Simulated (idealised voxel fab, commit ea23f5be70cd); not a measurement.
The following process module bears the name voxel wiring stack.
FYI the section here is cut, 205 nm wide, cells are 5 nm squares.
Throughout this document, each cross-section is represented as a grid of square cells and is presented as a sequence of bands enumerated from the top downward, where a band comprises one or more rows of cells. Read a band's entry like this: the first values are the height of its top and the height of its bottom in nm, and what follows is the sequence of materials from left to right, each with its width in nm. Note that "blank" is empty space, and that a single material marked "full width" reaches across the band from edge to edge. Heads up on the height convention: 0 is the point under which the incoming wafer is all one material, and the lowest band has no bottom, it just keeps going down, like "0..down". Graded width ("30..40"): value in top row of band = first number; value in bottom row = second number; row-to-row change constant. No cell of the cross-section changed in a step that is given as "remained the same". In the "Internal closed voids" entry, you get each enclosed empty space of 8 cells or more, one with no open way to the top, written width x height at distance, distance from the left edge, in nm. On each step's line, the part that comes after the settings is the simulator's own comment on the step. overlay nm: step with mask; distance mask lay right of planned place; negative value = left of planned place. Below you will find pairs of cross-sections. In each, one shows the wafer before one process step and the other after it, with the after view ending at the lowest band that changed. Under each pair is the step separating them, along with its settings. Do not assume the pairs form a chain: they can come from different runs of this module on the same starting wafer, and a pair continues from the pair above it only when its "Pre-step cross-section" entry says so.

**Pre-step cross-section**
- 120..105: 65 lowk  30 blank  15 lowk  30 blank  65 lowk
- 105..90: 65 lowk  15 blank  125 lowk
- 90..85: SiCN full width
- 85..80: 65 SiO2  20 W  25 SiO2  20 W  75 SiO2
- 80..70: 65 SiO2  30 W  15 SiO2  30 W  65 SiO2
- 70..65: 65 SiO2  20 TiN  10 W  15 SiO2  20 TiN  10 W  65 SiO2
- 65..60: 60 SiO2  25 Ru  10 TiN  10 SiO2  25 Ru  10 TiN  65 SiO2
- 60..50: 65 lowk  15 Ru  30 lowk  15 Ru  80 lowk
- 50..45: 65 SiCN  15 Ru  30 SiCN  15 Ru  80 SiCN
- 45..20: 65 SiO2  5 TiN  20 Ru  5 TiN  15 SiO2  5 TiN  20 Ru  5 TiN  65 SiO2
- 20..15: 65 SiCN  30 TiN  15 SiCN  30 TiN  65 SiCN
- 15..0: SiO2 full width
- 0..down: Si full width
- Internal closed voids: none

**Post-Step Geometry**
- 120..105: 65 lowk  30 blank  15 lowk  30 blank  65 lowk
- 105..90: 65 lowk  15 blank  125 lowk
- 90..85: 65 SiCN  15 blank  125 SiCN
- Rest of section, below 85: as before.
- Internal closed voids: none
What process step lies between the two cross-sections above? op MASKED_ETCH | tone open | mask id METAL_3_HOLES | width nm 15 | etch materials SiCN | depth nm 5 | overlay nm 0

Pre-step cross-section: see preceding pair, after cross-section.

**Post-Step Geometry**
- 125..120: 70 TiN  20 blank  25 TiN  20 blank  70 TiN
- 120..110: 65 lowk  5 TiN  20 blank  5 TiN  15 lowk  5 TiN  20 blank  5 TiN  65 lowk
- 110..105: 65 lowk  5 TiN  5 blank  20 TiN  15 lowk  30 TiN  65 lowk
- 105..90: 65 lowk  5 TiN  5 blank  5 TiN  125 lowk
- 90..85: 65 SiCN  15 TiN  125 SiCN
- Rest of section, below 85: as before.
- Internal closed voids: none
What process step lies between the two cross-sections above? op CONFORMAL_DEP | material TiN | thk nm 5

Pre-step cross-section: see preceding pair, after cross-section.

**Post-Step Geometry**
- 135..125: Cu full width
- 125..120: 70 TiN  20 Cu  25 TiN  20 Cu  70 TiN
- 120..110: 65 lowk  5 TiN  20 Cu  5 TiN  15 lowk  5 TiN  20 Cu  5 TiN  65 lowk
- 110..105: 65 lowk  5 TiN  5 Cu  20 TiN  15 lowk  30 TiN  65 lowk
- 105..90: 65 lowk  5 TiN  5 Cu  5 TiN  125 lowk
- Rest of section, below 90: as before.
- Internal closed voids: none
What process step lies between the two cross-sections above? op FILL_DEP | material Cu | thk nm 10

Pre-step cross-section: see preceding pair, after cross-section.

**Post-Step Geometry**
- 120..110: 65 lowk  5 TiN  20 Cu  5 TiN  15 lowk  5 TiN  20 Cu  5 TiN  65 lowk
- Rest of section, below 110: as before.
- Internal closed voids: none
What process step lies between the two cross-sections above? op CMP | height nm 120

Pre-step cross-section: see preceding pair, after cross-section.

**Post-Step Geometry**
- 125..120: SiCN full width
- Rest of section, below 120: as before.
- Internal closed voids: none
What process step lies between the two cross-sections above? op CONFORMAL_DEP | material SiCN | thk nm 5

Pre-step cross-section: see preceding pair, after cross-section.

**Post-Step Geometry**
- 155..125: lowk full width
- Rest of section, below 125: as before.
- Internal closed voids: none
What process step lies between the two cross-sections above? op DIRECTIONAL_DEP | material lowk | thk nm 30

Pre-step cross-section: see preceding pair, after cross-section.

**Post-Step Geometry**
- 165..155: aC full width
- Rest of section, below 155: as before.
- Internal closed voids: none
What process step lies between the two cross-sections above? op DIRECTIONAL_DEP | material aC | thk nm 10

Pre-step cross-section: see preceding pair, after cross-section.

**Post-Step Geometry**
- 195..165: 65 resist  30 blank  15 resist  30 blank  65 resist
- Rest of section, below 165: as before.
- Internal closed voids: none
What process step lies between the two cross-sections above? op PATTERN | tone open | mask id METAL_4 | material resist | width nm 30 | pitch nm 45 | thk nm 30 | overlay nm 0

Pre-step cross-section: see preceding pair, after cross-section.

**Post-Step Geometry**
- 185..165: 65 resist  30 blank  15 resist  30 blank  65 resist
- 165..155: 65 aC  30 blank  15 aC  30 blank  65 aC
- Rest of section, below 155: as before.
- Internal closed voids: none
What process step lies between the two cross-sections above? op DIRECTIONAL_ETCH | etch materials aC | depth nm 10

Pre-step cross-section: see preceding pair, after cross-section.

**Post-Step Geometry**
- 165..155: 65 aC  30 blank  15 aC  30 blank  65 aC
- Rest of section, below 155: as before.
- Internal closed voids: none
What process step lies between the two cross-sections above? op STRIP | etch materials resist

Pre-step cross-section: see preceding pair, after cross-section.

**Post-Step Geometry**
- 165..155: 65 aC  30 blank  15 aC  30 blank  65 aC
- 155..140: 65 lowk  30 blank  15 lowk  30 blank  65 lowk
- Rest of section, below 140: as before.
- Internal closed voids: none
What process step lies between the two cross-sections above? op DIRECTIONAL_ETCH | etch materials lowk | depth nm 15

Pre-step cross-section: see preceding pair, after cross-section.

**Post-Step Geometry**
- 155..140: 65 lowk  30 blank  15 lowk  30 blank  65 lowk
- Rest of section, below 140: as before.
- Internal closed voids: none
What process step lies between the two cross-sections above? op STRIP | etch materials aC

Pre-step cross-section: see preceding pair, after cross-section.

**Post-Step Geometry**
- 165..155: 65 aC  30 blank  15 aC  30 blank  65 aC
- 155..150: 65 lowk  30 blank  15 lowk  30 blank  65 lowk
- 150..140: 65 lowk  30 aC  15 lowk  30 aC  65 lowk
- Rest of section, below 140: as before.
- Internal closed voids: none
What process step lies between the two cross-sections above? op DIRECTIONAL_DEP | material aC | thk nm 10

Pre-step cross-section: see preceding pair, after cross-section.

**Post-Step Geometry**
- 195..165: 65 resist  15 blank  125 resist
- 165..155: 65 aC  15 blank  15 resist  15 aC  30 resist  65 aC
- 155..150: 65 lowk  15 blank  15 resist  15 lowk  30 resist  65 lowk
- Rest of section, below 150: as before.
- Internal closed voids: none
What process step lies between the two cross-sections above? op PATTERN | tone open | mask id METAL_4_HOLES | material resist | width nm 15 | thk nm 30 | overlay nm 0

Pre-step cross-section: see preceding pair, after cross-section.

**Post-Step Geometry**
- 185..165: 65 resist  15 blank  125 resist
- 165..155: 65 aC  15 blank  15 resist  15 aC  30 resist  65 aC
- 155..150: 65 lowk  15 blank  15 resist  15 lowk  30 resist  65 lowk
- 150..140: 65 lowk  15 blank  15 aC  15 lowk  30 aC  65 lowk
- Rest of section, below 140: as before.
- Internal closed voids: none
What process step lies between the two cross-sections above? op DIRECTIONAL_ETCH | etch materials aC | depth nm 10

Pre-step cross-section: see preceding pair, after cross-section.

**Post-Step Geometry**
- 165..155: 65 aC  30 blank  15 aC  30 blank  65 aC
- 155..150: 65 lowk  30 blank  15 lowk  30 blank  65 lowk
- Rest of section, below 150: as before.
- Internal closed voids: none
What process step lies between the two cross-sections above? op STRIP | etch materials resist

Pre-step cross-section: see preceding pair, after cross-section.

**Post-Step Geometry**
- 165..155: 65 aC  30 blank  15 aC  30 blank  65 aC
- 155..150: 65 lowk  30 blank  15 lowk  30 blank  65 lowk
- 150..140: 65 lowk  15 blank  15 aC  15 lowk  30 aC  65 lowk
- 140..125: 65 lowk  15 blank  125 lowk
- Rest of section, below 125: as before.
- Internal closed voids: none
What process step lies between the two cross-sections above? op DIRECTIONAL_ETCH | etch materials lowk | depth nm 15

Pre-step cross-section: see preceding pair, after cross-section.

**Post-Step Geometry**
- 165..155: 65 aC  30 blank  15 aC  30 blank  65 aC
- 155..150: 65 lowk  30 blank  15 lowk  30 blank  65 lowk
- 150..140: 65 lowk  15 blank  15 aC  15 lowk  30 aC  65 lowk
- 140..125: 65 lowk  15 blank  125 lowk
- 125..120: 65 SiCN  15 blank  125 SiCN
- Rest of section, below 120: as before.
- Internal closed voids: none
What process step lies between the two cross-sections above? op DIRECTIONAL_ETCH | etch materials SiCN | depth nm 5

Pre-step cross-section: see preceding pair, after cross-section.

**Post-Step Geometry**
- 155..140: 65 lowk  30 blank  15 lowk  30 blank  65 lowk
- Rest of section, below 140: as before.
- Internal closed voids: none
What process step lies between the two cross-sections above? op STRIP | etch materials aC

Pre-step cross-section: see preceding pair, after cross-section.

**Post-Step Geometry**
- 160..155: 70 TiN  20 blank  25 TiN  20 blank  70 TiN
- 155..145: 65 lowk  5 TiN  20 blank  5 TiN  15 lowk  5 TiN  20 blank  5 TiN  65 lowk
- 145..140: 65 lowk  5 TiN  5 blank  20 TiN  15 lowk  30 TiN  65 lowk
- 140..125: 65 lowk  5 TiN  5 blank  5 TiN  125 lowk
- 125..120: 65 SiCN  15 TiN  125 SiCN
- Rest of section, below 120: as before.
- Internal closed voids: none
What process step lies between the two cross-sections above? op CONFORMAL_DEP | material TiN | thk nm 5

Pre-step cross-section: see preceding pair, after cross-section.

**Post-Step Geometry**
- 170..160: Cu full width
- 160..155: 70 TiN  20 Cu  25 TiN  20 Cu  70 TiN
- 155..145: 65 lowk  5 TiN  20 Cu  5 TiN  15 lowk  5 TiN  20 Cu  5 TiN  65 lowk
- 145..140: 65 lowk  5 TiN  5 Cu  20 TiN  15 lowk  30 TiN  65 lowk
- 140..125: 65 lowk  5 TiN  5 Cu  5 TiN  125 lowk
- Rest of section, below 125: as before.
- Internal closed voids: none
What process step lies between the two cross-sections above? op FILL_DEP | material Cu | thk nm 10

Pre-step cross-section: see preceding pair, after cross-section.

**Post-Step Geometry**
- 155..145: 65 lowk  5 TiN  20 Cu  5 TiN  15 lowk  5 TiN  20 Cu  5 TiN  65 lowk
- Rest of section, below 145: as before.
- Internal closed voids: none
What process step lies between the two cross-sections above? op CMP | height nm 155

Pre-step cross-section: see preceding pair, after cross-section.

**Post-Step Geometry**
- 160..155: SiCN full width
- Rest of section, below 155: as before.
- Internal closed voids: none
What process step lies between the two cross-sections above? op CONFORMAL_DEP | material SiCN | thk nm 5

**Pre-step cross-section**
- 100..85: aC full width
- 85..70: W full width
- 70..65: TiN full width
- 65..50: 65 lowk  15 Ru  30 lowk  15 Ru  80 lowk
- 50..45: 65 SiCN  15 Ru  30 SiCN  15 Ru  80 SiCN
- 45..20: 65 SiO2  5 TiN  20 Ru  5 TiN  15 SiO2  5 TiN  20 Ru  5 TiN  65 SiO2
- 20..15: 65 SiCN  30 TiN  15 SiCN  30 TiN  65 SiCN
- 15..0: SiO2 full width
- 0..down: Si full width
- Internal closed voids: none

**Post-Step Geometry**
- 130..100: 70 blank  20 resist  25 blank  20 resist  70 blank
- Rest of section, below 100: as before.
- Internal closed voids: none
What process step lies between the two cross-sections above? op PATTERN | tone cover | mask id METAL_2 | material resist | width nm 20 | pitch nm 45 | thk nm 30 | overlay nm 0

Pre-step cross-section: see preceding pair, after cross-section.

**Post-Step Geometry**
- 115..100: 70 blank  20 resist  25 blank  20 resist  70 blank
- 100..85: 70 blank  20 aC  25 blank  20 aC  70 blank
- Rest of section, below 85: as before.
- Internal closed voids: none
What process step lies between the two cross-sections above? op DIRECTIONAL_ETCH | etch materials aC | depth nm 15

Pre-step cross-section: see preceding pair, after cross-section.

**Post-Step Geometry**
- 100..85: 70 blank  20 aC  25 blank  20 aC  70 blank
- Rest of section, below 85: as before.
- Internal closed voids: none
What process step lies between the two cross-sections above? op STRIP | etch materials resist

Pre-step cross-section: see preceding pair, after cross-section.

**Post-Step Geometry**
- 100..85: 70 blank  20 aC  25 blank  20 aC  70 blank
- 85..70: 70 blank  20 W  25 blank  20 W  70 blank
- Rest of section, below 70: as before.
- Internal closed voids: none
What process step lies between the two cross-sections above? op DIRECTIONAL_ETCH | etch materials W | depth nm 15

Pre-step cross-section: see preceding pair, after cross-section.

**Post-Step Geometry**
- 100..85: 70 blank  20 aC  25 blank  20 aC  70 blank
- 85..70: 70 blank  20 W  25 blank  20 W  70 blank
- 70..65: 70 blank  20 TiN  25 blank  20 TiN  70 blank
- Rest of section, below 65: as before.
- Internal closed voids: none
What process step lies between the two cross-sections above? op DIRECTIONAL_ETCH | etch materials TiN | depth nm 5

Pre-step cross-section: see preceding pair, after cross-section.

**Post-Step Geometry**
- 85..70: 70 blank  20 W  25 blank  20 W  70 blank
- Rest of section, below 70: as before.
- Internal closed voids: none
What process step lies between the two cross-sections above? op STRIP | etch materials aC

Pre-step cross-section: see preceding pair, after cross-section.

**Post-Step Geometry**
- 90..85: SiO2 full width
- 85..70: 70 SiO2  20 W  25 SiO2  20 W  70 SiO2
- 70..65: 70 SiO2  20 TiN  25 SiO2  20 TiN  70 SiO2
- Rest of section, below 65: as before.
- Internal closed voids: none
What process step lies between the two cross-sections above? op FILL_DEP | material SiO2 | thk nm 5

Pre-step cross-section: see preceding pair, after cross-section.

**Post-Step Geometry**
- 85..70: 70 SiO2  20 W  25 SiO2  20 W  70 SiO2
- Rest of section, below 70: as before.
- Internal closed voids: none
What process step lies between the two cross-sections above? op CMP | height nm 85

Pre-step cross-section: see preceding pair, after cross-section.

**Post-Step Geometry**
- 90..85: SiCN full width
- Rest of section, below 85: as before.
- Internal closed voids: none
What process step lies between the two cross-sections above? op CONFORMAL_DEP | material SiCN | thk nm 5

Pre-step cross-section: see preceding pair, after cross-section.

**Post-Step Geometry**
- 120..90: lowk full width
- Rest of section, below 90: as before.
- Internal closed voids: none
What process step lies between the two cross-sections above? op DIRECTIONAL_DEP | material lowk | thk nm 30

Pre-step cross-section: see preceding pair, after cross-section.

**Post-Step Geometry**
- 135..120: 65 resist  30 blank  15 resist  30 blank  65 resist
- Rest of section, below 120: as before.
- Internal closed voids: none
What process step lies between the two cross-sections above? op PATTERN | tone open | mask id METAL_3 | material resist | width nm 30 | pitch nm 45 | thk nm 15 | overlay nm 0

Pre-step cross-section: see preceding pair, after cross-section.

**Post-Step Geometry**
- 135..120: 65 resist  30 blank  15 resist  30 blank  65 resist
- 120..105: 65 lowk  30 blank  15 lowk  30 blank  65 lowk
- Rest of section, below 105: as before.
- Internal closed voids: none
What process step lies between the two cross-sections above? op DIRECTIONAL_ETCH | etch materials lowk | depth nm 15

Pre-step cross-section: see preceding pair, after cross-section.

**Post-Step Geometry**
- 120..105: 65 lowk  30 blank  15 lowk  30 blank  65 lowk
- Rest of section, below 105: as before.
- Internal closed voids: none
What process step lies between the two cross-sections above? op STRIP | etch materials resist

Pre-step cross-section: see preceding pair, after cross-section.

**Post-Step Geometry**
- 120..105: 65 lowk  30 blank  15 lowk  30 blank  65 lowk
- 105..90: 65 lowk  15 blank  125 lowk
- Rest of section, below 90: as before.
- Internal closed voids: none
What process step lies between the two cross-sections above? op MASKED_ETCH | tone open | mask id METAL_3_HOLES | width nm 15 | etch materials lowk | depth nm 15 | overlay nm 0

Pre-step cross-section: see preceding pair, after cross-section.

**Post-Step Geometry**
- 120..105: 65 lowk  30 blank  15 lowk  30 blank  65 lowk
- 105..90: 65 lowk  15 blank  125 lowk
- 90..85: 65 SiCN  15 blank  125 SiCN
- Rest of section, below 85: as before.
- Internal closed voids: none
What process step lies between the two cross-sections above? op MASKED_ETCH | tone open | mask id METAL_3_HOLES | width nm 15 | etch materials SiCN | depth nm 5 | overlay nm 0

Pre-step cross-section: see preceding pair, after cross-section.

**Post-Step Geometry**
- 125..120: 70 TiN  20 blank  25 TiN  20 blank  70 TiN
- 120..110: 65 lowk  5 TiN  20 blank  5 TiN  15 lowk  5 TiN  20 blank  5 TiN  65 lowk
- 110..105: 65 lowk  5 TiN  5 blank  20 TiN  15 lowk  30 TiN  65 lowk
- 105..90: 65 lowk  5 TiN  5 blank  5 TiN  125 lowk
- 90..85: 65 SiCN  15 TiN  125 SiCN
- Rest of section, below 85: as before.
- Internal closed voids: none
What process step lies between the two cross-sections above? op CONFORMAL_DEP | material TiN | thk nm 5

Pre-step cross-section: see preceding pair, after cross-section.

**Post-Step Geometry**
- 135..125: Cu full width
- 125..120: 70 TiN  20 Cu  25 TiN  20 Cu  70 TiN
- 120..110: 65 lowk  5 TiN  20 Cu  5 TiN  15 lowk  5 TiN  20 Cu  5 TiN  65 lowk
- 110..105: 65 lowk  5 TiN  5 Cu  20 TiN  15 lowk  30 TiN  65 lowk
- 105..90: 65 lowk  5 TiN  5 Cu  5 TiN  125 lowk
- Rest of section, below 90: as before.
- Internal closed voids: none
What process step lies between the two cross-sections above? op FILL_DEP | material Cu | thk nm 10

Pre-step cross-section: see preceding pair, after cross-section.

**Post-Step Geometry**
- 120..110: 65 lowk  5 TiN  20 Cu  5 TiN  15 lowk  5 TiN  20 Cu  5 TiN  65 lowk
- Rest of section, below 110: as before.
- Internal closed voids: none
What process step lies between the two cross-sections above? op CMP | height nm 120

Pre-step cross-section: see preceding pair, after cross-section.

**Post-Step Geometry**
- 125..120: SiCN full width
- Rest of section, below 120: as before.
- Internal closed voids: none
What process step lies between the two cross-sections above? op CONFORMAL_DEP | material SiCN | thk nm 5

Pre-step cross-section: see preceding pair, after cross-section.

**Post-Step Geometry**
- 155..125: lowk full width
- Rest of section, below 125: as before.
- Internal closed voids: none
What process step lies between the two cross-sections above? op DIRECTIONAL_DEP | material lowk | thk nm 30

Pre-step cross-section: see preceding pair, after cross-section.

**Post-Step Geometry**
- 165..155: aC full width
- Rest of section, below 155: as before.
- Internal closed voids: none
What process step lies between the two cross-sections above? op DIRECTIONAL_DEP | material aC | thk nm 10

Pre-step cross-section: see preceding pair, after cross-section.

**Post-Step Geometry**
- 195..165: 65 resist  30 blank  15 resist  30 blank  65 resist
- Rest of section, below 165: as before.
- Internal closed voids: none
What process step lies between the two cross-sections above? op PATTERN | tone open | mask id METAL_4 | material resist | width nm 30 | pitch nm 45 | thk nm 30 | overlay nm 0

Pre-step cross-section: see preceding pair, after cross-section.

**Post-Step Geometry**
- 185..165: 65 resist  30 blank  15 resist  30 blank  65 resist
- 165..155: 65 aC  30 blank  15 aC  30 blank  65 aC
- Rest of section, below 155: as before.
- Internal closed voids: none
What process step lies between the two cross-sections above? op DIRECTIONAL_ETCH | etch materials aC | depth nm 10

Pre-step cross-section: see preceding pair, after cross-section.

**Post-Step Geometry**
- 165..155: 65 aC  30 blank  15 aC  30 blank  65 aC
- Rest of section, below 155: as before.
- Internal closed voids: none
What process step lies between the two cross-sections above? op STRIP | etch materials resist

Pre-step cross-section: see preceding pair, after cross-section.

**Post-Step Geometry**
- 165..155: 65 aC  30 blank  15 aC  30 blank  65 aC
- 155..140: 65 lowk  30 blank  15 lowk  30 blank  65 lowk
- Rest of section, below 140: as before.
- Internal closed voids: none
What process step lies between the two cross-sections above? op DIRECTIONAL_ETCH | etch materials lowk | depth nm 15

Pre-step cross-section: see preceding pair, after cross-section.

**Post-Step Geometry**
- 155..140: 65 lowk  30 blank  15 lowk  30 blank  65 lowk
- Rest of section, below 140: as before.
- Internal closed voids: none
What process step lies between the two cross-sections above? op STRIP | etch materials aC

Pre-step cross-section: see preceding pair, after cross-section.

**Post-Step Geometry**
- 165..155: 65 aC  30 blank  15 aC  30 blank  65 aC
- 155..150: 65 lowk  30 blank  15 lowk  30 blank  65 lowk
- 150..140: 65 lowk  30 aC  15 lowk  30 aC  65 lowk
- Rest of section, below 140: as before.
- Internal closed voids: none
What process step lies between the two cross-sections above? op DIRECTIONAL_DEP | material aC | thk nm 10

Pre-step cross-section: see preceding pair, after cross-section.

**Post-Step Geometry**
- 195..165: 65 resist  15 blank  125 resist
- 165..155: 65 aC  15 blank  15 resist  15 aC  30 resist  65 aC
- 155..150: 65 lowk  15 blank  15 resist  15 lowk  30 resist  65 lowk
- Rest of section, below 150: as before.
- Internal closed voids: none
What process step lies between the two cross-sections above? op PATTERN | tone open | mask id METAL_4_HOLES | material resist | width nm 15 | thk nm 30 | overlay nm 0

Pre-step cross-section: see preceding pair, after cross-section.

**Post-Step Geometry**
- 185..165: 65 resist  15 blank  125 resist
- 165..155: 65 aC  15 blank  15 resist  15 aC  30 resist  65 aC
- 155..150: 65 lowk  15 blank  15 resist  15 lowk  30 resist  65 lowk
- 150..140: 65 lowk  15 blank  15 aC  15 lowk  30 aC  65 lowk
- Rest of section, below 140: as before.
- Internal closed voids: none
What process step lies between the two cross-sections above? op DIRECTIONAL_ETCH | etch materials aC | depth nm 10

Pre-step cross-section: see preceding pair, after cross-section.

**Post-Step Geometry**
- 165..155: 65 aC  30 blank  15 aC  30 blank  65 aC
- 155..150: 65 lowk  30 blank  15 lowk  30 blank  65 lowk
- Rest of section, below 150: as before.
- Internal closed voids: none
What process step lies between the two cross-sections above? op STRIP | etch materials resist

Pre-step cross-section: see preceding pair, after cross-section.

**Post-Step Geometry**
- 165..155: 65 aC  30 blank  15 aC  30 blank  65 aC
- 155..150: 65 lowk  30 blank  15 lowk  30 blank  65 lowk
- 150..140: 65 lowk  15 blank  15 aC  15 lowk  30 aC  65 lowk
- 140..125: 65 lowk  15 blank  125 lowk
- Rest of section, below 125: as before.
- Internal closed voids: none
What process step lies between the two cross-sections above? op DIRECTIONAL_ETCH | etch materials lowk | depth nm 15

Pre-step cross-section: see preceding pair, after cross-section.

**Post-Step Geometry**
- 165..155: 65 aC  30 blank  15 aC  30 blank  65 aC
- 155..150: 65 lowk  30 blank  15 lowk  30 blank  65 lowk
- 150..140: 65 lowk  15 blank  15 aC  15 lowk  30 aC  65 lowk
- 140..125: 65 lowk  15 blank  125 lowk
- 125..120: 65 SiCN  15 blank  125 SiCN
- Rest of section, below 120: as before.
- Internal closed voids: none
What process step lies between the two cross-sections above? op DIRECTIONAL_ETCH | etch materials SiCN | depth nm 5

Pre-step cross-section: see preceding pair, after cross-section.

**Post-Step Geometry**
- 155..140: 65 lowk  30 blank  15 lowk  30 blank  65 lowk
- Rest of section, below 140: as before.
- Internal closed voids: none
What process step lies between the two cross-sections above? op STRIP | etch materials aC

Pre-step cross-section: see preceding pair, after cross-section.

**Post-Step Geometry**
- 160..155: 70 TiN  20 blank  25 TiN  20 blank  70 TiN
- 155..145: 65 lowk  5 TiN  20 blank  5 TiN  15 lowk  5 TiN  20 blank  5 TiN  65 lowk
- 145..140: 65 lowk  5 TiN  5 blank  20 TiN  15 lowk  30 TiN  65 lowk
- 140..125: 65 lowk  5 TiN  5 blank  5 TiN  125 lowk
- 125..120: 65 SiCN  15 TiN  125 SiCN
- Rest of section, below 120: as before.
- Internal closed voids: none
What process step lies between the two cross-sections above? op CONFORMAL_DEP | material TiN | thk nm 5

Pre-step cross-section: see preceding pair, after cross-section.

**Post-Step Geometry**
- 170..160: Cu full width
- 160..155: 70 TiN  20 Cu  25 TiN  20 Cu  70 TiN
- 155..145: 65 lowk  5 TiN  20 Cu  5 TiN  15 lowk  5 TiN  20 Cu  5 TiN  65 lowk
- 145..140: 65 lowk  5 TiN  5 Cu  20 TiN  15 lowk  30 TiN  65 lowk
- 140..125: 65 lowk  5 TiN  5 Cu  5 TiN  125 lowk
- Rest of section, below 125: as before.
- Internal closed voids: none
What process step lies between the two cross-sections above? op FILL_DEP | material Cu | thk nm 10

Pre-step cross-section: see preceding pair, after cross-section.

**Post-Step Geometry**
- 155..145: 65 lowk  5 TiN  20 Cu  5 TiN  15 lowk  5 TiN  20 Cu  5 TiN  65 lowk
- Rest of section, below 145: as before.
- Internal closed voids: none
What process step lies between the two cross-sections above? op CMP | height nm 155

Pre-step cross-section: see preceding pair, after cross-section.

**Post-Step Geometry**
- 160..155: SiCN full width
- Rest of section, below 155: as before.
- Internal closed voids: none
What process step lies between the two cross-sections above? op CONFORMAL_DEP | material SiCN | thk nm 5

**Pre-step cross-section**
- 45..20: SiO2 full width
- 20..15: SiCN full width
- 15..0: SiO2 full width
- 0..down: Si full width
- Internal closed voids: none

**Post-Step Geometry**
- 60..45: 60 resist  30 blank  15 resist  30 blank  70 resist
- Rest of section, below 45: as before.
- Internal closed voids: none
What process step lies between the two cross-sections above? op PATTERN | tone open | mask id METAL_1 | material resist | width nm 30 | pitch nm 45 | thk nm 15 | overlay nm -5

Pre-step cross-section: see preceding pair, after cross-section.

**Post-Step Geometry**
- 60..45: 60 resist  30 blank  15 resist  30 blank  70 resist
- 45..20: 60 SiO2  30 blank  15 SiO2  30 blank  70 SiO2
- Rest of section, below 20: as before.
- Internal closed voids: none
What process step lies between the two cross-sections above? op DIRECTIONAL_ETCH | etch materials SiO2 | depth nm 25

Pre-step cross-section: see preceding pair, after cross-section.

**Post-Step Geometry**
- 60..45: 60 resist  30 blank  15 resist  30 blank  70 resist
- 45..20: 60 SiO2  30 blank  15 SiO2  30 blank  70 SiO2
- 20..15: 60 SiCN  30 blank  15 SiCN  30 blank  70 SiCN
- Rest of section, below 15: as before.
- Internal closed voids: none
What process step lies between the two cross-sections above? op DIRECTIONAL_ETCH | etch materials SiCN | depth nm 5

Pre-step cross-section: see preceding pair, after cross-section.

**Post-Step Geometry**
- 45..20: 60 SiO2  30 blank  15 SiO2  30 blank  70 SiO2
- Rest of section, below 20: as before.
- Internal closed voids: none
What process step lies between the two cross-sections above? op STRIP | etch materials resist

Pre-step cross-section: see preceding pair, after cross-section.

**Post-Step Geometry**
- 50..45: 65 TiN  20 blank  25 TiN  20 blank  75 TiN
- 45..20: 60 SiO2  5 TiN  20 blank  5 TiN  15 SiO2  5 TiN  20 blank  5 TiN  70 SiO2
- 20..15: 60 SiCN  30 TiN  15 SiCN  30 TiN  70 SiCN
- Rest of section, below 15: as before.
- Internal closed voids: none
What process step lies between the two cross-sections above? op CONFORMAL_DEP | material TiN | thk nm 5

Pre-step cross-section: see preceding pair, after cross-section.

**Post-Step Geometry**
- 60..50: Ru full width
- 50..45: 65 TiN  20 Ru  25 TiN  20 Ru  75 TiN
- 45..20: 60 SiO2  5 TiN  20 Ru  5 TiN  15 SiO2  5 TiN  20 Ru  5 TiN  70 SiO2
- Rest of section, below 20: as before.
- Internal closed voids: none
What process step lies between the two cross-sections above? op FILL_DEP | material Ru | thk nm 10

Pre-step cross-section: see preceding pair, after cross-section.

**Post-Step Geometry**
- 45..20: 60 SiO2  5 TiN  20 Ru  5 TiN  15 SiO2  5 TiN  20 Ru  5 TiN  70 SiO2
- Rest of section, below 20: as before.
- Internal closed voids: none
What process step lies between the two cross-sections above? op CMP | height nm 45

Pre-step cross-section: see preceding pair, after cross-section.

**Post-Step Geometry**
- 50..45: SiCN full width
- Rest of section, below 45: as before.
- Internal closed voids: none
What process step lies between the two cross-sections above? op CONFORMAL_DEP | material SiCN | thk nm 5

Pre-step cross-section: see preceding pair, after cross-section.

**Post-Step Geometry**
- 65..50: lowk full width
- Rest of section, below 50: as before.
- Internal closed voids: none
What process step lies between the two cross-sections above? op DIRECTIONAL_DEP | material lowk | thk nm 15

Pre-step cross-section: see preceding pair, after cross-section.

**Post-Step Geometry**
- 75..65: aC full width
- Rest of section, below 65: as before.
- Internal closed voids: none
What process step lies between the two cross-sections above? op DIRECTIONAL_DEP | material aC | thk nm 10

Pre-step cross-section: see preceding pair, after cross-section.

**Post-Step Geometry**
- 100..75: 65 resist  15 blank  30 resist  15 blank  80 resist
- Rest of section, below 75: as before.
- Internal closed voids: none
What process step lies between the two cross-sections above? op PATTERN | tone open | mask id PLUG_1 | material resist | width nm 15 | pitch nm 45 | thk nm 25 | overlay nm 0

Pre-step cross-section: see preceding pair, after cross-section.

**Post-Step Geometry**
- 90..75: 65 resist  15 blank  30 resist  15 blank  80 resist
- 75..65: 65 aC  15 blank  30 aC  15 blank  80 aC
- Rest of section, below 65: as before.
- Internal closed voids: none
What process step lies between the two cross-sections above? op DIRECTIONAL_ETCH | etch materials aC | depth nm 10

Pre-step cross-section: see preceding pair, after cross-section.

**Post-Step Geometry**
- 75..65: 65 aC  15 blank  30 aC  15 blank  80 aC
- Rest of section, below 65: as before.
- Internal closed voids: none
What process step lies between the two cross-sections above? op STRIP | etch materials resist

Pre-step cross-section: see preceding pair, after cross-section.

**Post-Step Geometry**
- 75..65: 65 aC  15 blank  30 aC  15 blank  80 aC
- 65..50: 65 lowk  15 blank  30 lowk  15 blank  80 lowk
- Rest of section, below 50: as before.
- Internal closed voids: none
What process step lies between the two cross-sections above? op DIRECTIONAL_ETCH | etch materials lowk | depth nm 15

Pre-step cross-section: see preceding pair, after cross-section.

**Post-Step Geometry**
- 75..65: 65 aC  15 blank  30 aC  15 blank  80 aC
- 65..50: 65 lowk  15 blank  30 lowk  15 blank  80 lowk
- 50..45: 65 SiCN  15 blank  30 SiCN  15 blank  80 SiCN
- Rest of section, below 45: as before.
- Internal closed voids: none
What process step lies between the two cross-sections above? op DIRECTIONAL_ETCH | etch materials SiCN | depth nm 5

Pre-step cross-section: see preceding pair, after cross-section.

**Post-Step Geometry**
- 65..50: 65 lowk  15 blank  30 lowk  15 blank  80 lowk
- Rest of section, below 50: as before.
- Internal closed voids: none
What process step lies between the two cross-sections above? op STRIP | etch materials aC

Pre-step cross-section: see preceding pair, after cross-section.

**Post-Step Geometry**
- 65..55: 65 lowk  15 blank  30 lowk  15 blank  80 lowk
- 55..50: 65 lowk  15 Ru  30 lowk  15 Ru  80 lowk
- 50..45: 65 SiCN  15 Ru  30 SiCN  15 Ru  80 SiCN
- Rest of section, below 45: as before.
- Internal closed voids: none
What process step lies between the two cross-sections above? op EPI | material Ru | thk nm 10
